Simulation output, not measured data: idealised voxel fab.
Proc. module: voxel self aligned contacts
Section shown: cut. Width: 225 nm. Cell size: 5 nm, square.
In this document a cross-section is written as a grid of square cells. It is given as a series of bands, listed from the top down, and a band is one or more rows of cells.
Heights first: top, then bottom, in nm. Then materials, left to right, each with a width in nm. "everywhere" on a single material: fills the band edge to edge. "blank": empty space.
The level at which height equals 0 is the one under which the wafer, as it arrives, is entirely one material. No lower edge exists for the bottom band, which continues downward and is notated as in "top 0, no bottom".
The notation "30 to 40" denotes a width that varies across the rows of cells in the band, beginning at the first number in the top row, finishing at the second number in the bottom row, and changing by an identical amount from each row to the next.
"nothing got changed" (step): cross-section cells unchanged, all of them.
For the entry "Enclosed empty spaces", the listed items are empty spaces with no open way to the top whose size is 8 cells or more; each item follows the pattern width x height at distance, where distance is from the left edge and all three are in nm.
On each step's line, the part that comes after the settings is the simulator's own comment on the step.
Steps that use a mask can have "overlay nm" on their line. It says how far the mask sat to the right of where it was meant to be. Negative means to the left.

[Set out below are the planned steps of the process]
- 1: RECEIVE with material Si
- 2: OXIDIZE with depth nm 5
- 3: DIRECTIONAL_DEP with material polySi, thk nm 30
- 4: DIRECTIONAL_DEP with material SiN, thk nm 25
- 5: MASKED_ETCH with tone cover, mask id GATE, width nm 30, pitch nm 75, etch materials SiN, depth nm 25, overlay nm 0
- 6: MASKED_ETCH with tone cover, mask id GATE, width nm 30, pitch nm 75, etch materials polySi, depth nm 30, overlay nm 0
- 7: CONFORMAL_DEP with material SiN, thk nm 10
- 8: DIRECTIONAL_ETCH with etch materials SiN, depth nm 10
- 9: FILL_DEP with material SiO2, thk nm 10
- 10: CMP with height nm 60
- 11: PATTERN with tone open, mask id CONTACT, material resist, width nm 55, pitch nm 75, thk nm 15, overlay nm 0
- 12: DIRECTIONAL_ETCH with etch materials SiO2, depth nm 65
- 13: STRIP with etch materials resist
- 14: CONFORMAL_DEP with material TiN, thk nm 5
- 15: FILL_DEP with material Ru, thk nm 5
- 16: CMP with height nm 60
- 17: CONFORMAL_DEP with material SiCN, thk nm 5

[First wafer, two in total, run as planned]

[Cross-section, incoming material, after step 1]
    top 0, no bottom | Si everywhere
    Enclosed empty spaces: none

[Presented here is a cross-section of the wafer after step 2 has been performed]
    top 0, bottom -5 | SiO2 everywhere
    All layers under -5 are left as they were.

[Presented here is a cross-section of the wafer after step 3 has been performed]
    top 30, bottom 0 | polySi everywhere
    All layers under 0 are left as they were.

[Presented here is a cross-section of the wafer after step 4 has been performed]
    top 55, bottom 30 | SiN everywhere
    All layers under 30 are left as they were.

[Presented here is a cross-section of the wafer after step 5 has been performed]
    top 55, bottom 30 | blank=20, SiN=30, blank=45, SiN=30, blank=45, SiN=30, blank=25
    All layers under 30 are left as they were.

[Presented here is a cross-section of the wafer after step 6 has been performed]
    top 55, bottom 30 | blank=20, SiN=30, blank=45, SiN=30, blank=45, SiN=30, blank=25
    top 30, bottom 0 | blank=20, polySi=30, blank=45, polySi=30, blank=45, polySi=30, blank=25
    All layers under 0 are left as they were.

[Presented here is a cross-section of the wafer after step 7 has been performed]
    top 65, bottom 30 | blank=10, SiN=50, blank=25, SiN=50, blank=25, SiN=50, blank=15
    top 30, bottom 10 | blank=10, SiN=10, polySi=30, SiN=10, blank=25, SiN=10, polySi=30, SiN=10, blank=25, SiN=10, polySi=30, SiN=10, blank=15
    top 10, bottom 0 | SiN=20, polySi=30, SiN=45, polySi=30, SiN=45, polySi=30, SiN=25
    All layers under 0 are left as they were.

[Presented here is a cross-section of the wafer after step 8 has been performed]
    top 55, bottom 30 | blank=10, SiN=50, blank=25, SiN=50, blank=25, SiN=50, blank=15
    top 30, bottom 0 | blank=10, SiN=10, polySi=30, SiN=10, blank=25, SiN=10, polySi=30, SiN=10, blank=25, SiN=10, polySi=30, SiN=10, blank=15
    All layers under 0 are left as they were.

[Presented here is a cross-section of the wafer after step 9 has been performed]
    top 65, bottom 55 | SiO2 everywhere
    top 55, bottom 30 | SiO2=10, SiN=50, SiO2=25, SiN=50, SiO2=25, SiN=50, SiO2=15
    top 30, bottom 0 | SiO2=10, SiN=10, polySi=30, SiN=10, SiO2=25, SiN=10, polySi=30, SiN=10, SiO2=25, SiN=10, polySi=30, SiN=10, SiO2=15
    All layers under 0 are left as they were.

[Presented here is a cross-section of the wafer after step 10 has been performed]
    top 60, bottom 55 | SiO2 everywhere
    All layers under 55 are left as they were.

[Presented here is a cross-section of the wafer after step 11 has been performed]
    top 75, bottom 60 | resist=45, blank=55, resist=20, blank=55, resist=50
    All layers under 60 are left as they were.

[Presented here is a cross-section of the wafer after step 12 has been performed]
    top 75, bottom 60 | resist=45, blank=55, resist=20, blank=55, resist=50
    top 60, bottom 55 | SiO2=45, blank=55, SiO2=20, blank=55, SiO2=50
    top 55, bottom 30 | SiO2=10, SiN=50, blank=25, SiN=50, blank=25, SiN=50, SiO2=15
    top 30, bottom 0 | SiO2=10, SiN=10, polySi=30, SiN=10, blank=25, SiN=10, polySi=30, SiN=10, blank=25, SiN=10, polySi=30, SiN=10, SiO2=15
    top 0, bottom -5 | SiO2=60, blank=25, SiO2=50, blank=25, SiO2=65
    All layers under -5 are left as they were.

[Presented here is a cross-section of the wafer after step 13 has been performed]
    top 60, bottom 55 | SiO2=45, blank=55, SiO2=20, blank=55, SiO2=50
    All layers under 55 are left as they were.

[Presented here is a cross-section of the wafer after step 14 has been performed]
    top 65, bottom 60 | TiN=50, blank=45, TiN=30, blank=45, TiN=55
    top 60, bottom 55 | SiO2=45, TiN=20, blank=15, TiN=20, SiO2=20, TiN=20, blank=15, TiN=20, SiO2=50
    top 55, bottom 30 | SiO2=10, SiN=50, TiN=5, blank=15, TiN=5, SiN=50, TiN=5, blank=15, TiN=5, SiN=50, SiO2=15
    top 30, bottom 0 | SiO2=10, SiN=10, polySi=30, SiN=10, TiN=5, blank=15, TiN=5, SiN=10, polySi=30, SiN=10, TiN=5, blank=15, TiN=5, SiN=10, polySi=30, SiN=10, SiO2=15
    top 0, bottom -5 | SiO2=60, TiN=25, SiO2=50, TiN=25, SiO2=65
    All layers under -5 are left as they were.

[Presented here is a cross-section of the wafer after step 15 has been performed]
    top 70, bottom 65 | Ru everywhere
    top 65, bottom 60 | TiN=50, Ru=45, TiN=30, Ru=45, TiN=55
    top 60, bottom 55 | SiO2=45, TiN=20, Ru=15, TiN=20, SiO2=20, TiN=20, Ru=15, TiN=20, SiO2=50
    top 55, bottom 30 | SiO2=10, SiN=50, TiN=5, Ru=15, TiN=5, SiN=50, TiN=5, Ru=15, TiN=5, SiN=50, SiO2=15
    top 30, bottom 0 | SiO2=10, SiN=10, polySi=30, SiN=10, TiN=5, Ru=15, TiN=5, SiN=10, polySi=30, SiN=10, TiN=5, Ru=15, TiN=5, SiN=10, polySi=30, SiN=10, SiO2=15
    All layers under 0 are left as they were.

[Presented here is a cross-section of the wafer after step 16 has been performed]
    top 60, bottom 55 | SiO2=45, TiN=20, Ru=15, TiN=20, SiO2=20, TiN=20, Ru=15, TiN=20, SiO2=50
    All layers under 55 are left as they were.

[Presented here is a cross-section of the wafer after step 17 has been performed]
    top 65, bottom 60 | SiCN everywhere
    All layers under 60 are left as they were.

[The remaining wafer, second of the two, started like the first and was run to the same plan, except that one mistake was made along the way; the two coincide through step 2, inclusive]

[Second wafer shown in cross-section at the time step 3 was slated to end]
    top 25, bottom 0 | SiN everywhere
    All layers under 0 are left as they were.

[Second wafer shown in cross-section at the time step 4 was slated to end]
    top 55, bottom 25 | polySi everywhere
    All layers under 25 are left as they were.

Second wafer shown in cross-section at the time step 5 was slated to end: nothing got changed

[Second wafer shown in cross-section at the time step 6 was slated to end]
    top 55, bottom 25 | blank=20, polySi=30, blank=45, polySi=30, blank=45, polySi=30, blank=25
    All layers under 25 are left as they were.

[Second wafer shown in cross-section at the time step 7 was slated to end]
    top 65, bottom 55 | blank=10, SiN=50, blank=25, SiN=50, blank=25, SiN=50, blank=15
    top 55, bottom 35 | blank=10, SiN=10, polySi=30, SiN=10, blank=25, SiN=10, polySi=30, SiN=10, blank=25, SiN=10, polySi=30, SiN=10, blank=15
    top 35, bottom 25 | SiN=20, polySi=30, SiN=45, polySi=30, SiN=45, polySi=30, SiN=25
    All layers under 25 are left as they were.

[Second wafer shown in cross-section at the time step 8 was slated to end]
    top 55, bottom 25 | blank=10, SiN=10, polySi=30, SiN=10, blank=25, SiN=10, polySi=30, SiN=10, blank=25, SiN=10, polySi=30, SiN=10, blank=15
    All layers under 25 are left as they were.

[Second wafer shown in cross-section at the time step 9 was slated to end]
    top 65, bottom 55 | SiO2 everywhere
    top 55, bottom 25 | SiO2=10, SiN=10, polySi=30, SiN=10, SiO2=25, SiN=10, polySi=30, SiN=10, SiO2=25, SiN=10, polySi=30, SiN=10, SiO2=15
    All layers under 25 are left as they were.

[Second wafer shown in cross-section at the time step 10 was slated to end]
    top 60, bottom 55 | SiO2 everywhere
    All layers under 55 are left as they were.

[Second wafer shown in cross-section at the time step 11 was slated to end]
    top 75, bottom 60 | resist=45, blank=55, resist=20, blank=55, resist=50
    All layers under 60 are left as they were.

[Second wafer shown in cross-section at the time step 12 was slated to end]
    top 75, bottom 60 | resist=45, blank=55, resist=20, blank=55, resist=50
    top 60, bottom 55 | SiO2=45, blank=55, SiO2=20, blank=55, SiO2=50
    top 55, bottom 25 | SiO2=10, SiN=10, polySi=30, SiN=10, blank=25, SiN=10, polySi=30, SiN=10, blank=25, SiN=10, polySi=30, SiN=10, SiO2=15
    All layers under 25 are left as they were.

[Second wafer shown in cross-section at the time step 13 was slated to end]
    top 60, bottom 55 | SiO2=45, blank=55, SiO2=20, blank=55, SiO2=50
    All layers under 55 are left as they were.

[Second wafer shown in cross-section at the time step 14 was slated to end]
    top 65, bottom 60 | TiN=50, blank=45, TiN=30, blank=45, TiN=55
    top 60, bottom 55 | SiO2=45, TiN=20, blank=15, TiN=20, SiO2=20, TiN=20, blank=15, TiN=20, SiO2=50
    top 55, bottom 30 | SiO2=10, SiN=10, polySi=30, SiN=10, TiN=5, blank=15, TiN=5, SiN=10, polySi=30, SiN=10, TiN=5, blank=15, TiN=5, SiN=10, polySi=30, SiN=10, SiO2=15
    top 30, bottom 25 | SiO2=10, SiN=10, polySi=30, SiN=10, TiN=25, SiN=10, polySi=30, SiN=10, TiN=25, SiN=10, polySi=30, SiN=10, SiO2=15
    All layers under 25 are left as they were.

[Second wafer shown in cross-section at the time step 15 was slated to end]
    top 70, bottom 65 | Ru everywhere
    top 65, bottom 60 | TiN=50, Ru=45, TiN=30, Ru=45, TiN=55
    top 60, bottom 55 | SiO2=45, TiN=20, Ru=15, TiN=20, SiO2=20, TiN=20, Ru=15, TiN=20, SiO2=50
    top 55, bottom 30 | SiO2=10, SiN=10, polySi=30, SiN=10, TiN=5, Ru=15, TiN=5, SiN=10, polySi=30, SiN=10, TiN=5, Ru=15, TiN=5, SiN=10, polySi=30, SiN=10, SiO2=15
    All layers under 30 are left as they were.

[Second wafer shown in cross-section at the time step 16 was slated to end]
    top 60, bottom 55 | SiO2=45, TiN=20, Ru=15, TiN=20, SiO2=20, TiN=20, Ru=15, TiN=20, SiO2=50
    All layers under 55 are left as they were.

[Second wafer shown in cross-section at the time step 17 was slated to end]
    top 65, bottom 60 | SiCN everywhere
    All layers under 60 are left as they were.
So what did we get wrong on this run? transposition of steps 3 and 4 relative to the planned sequence
at the end the second wafer has, in cells: Ru: 36 fewer, SiN: 75 more, SiO2: 15 fewer, TiN: 24 fewer
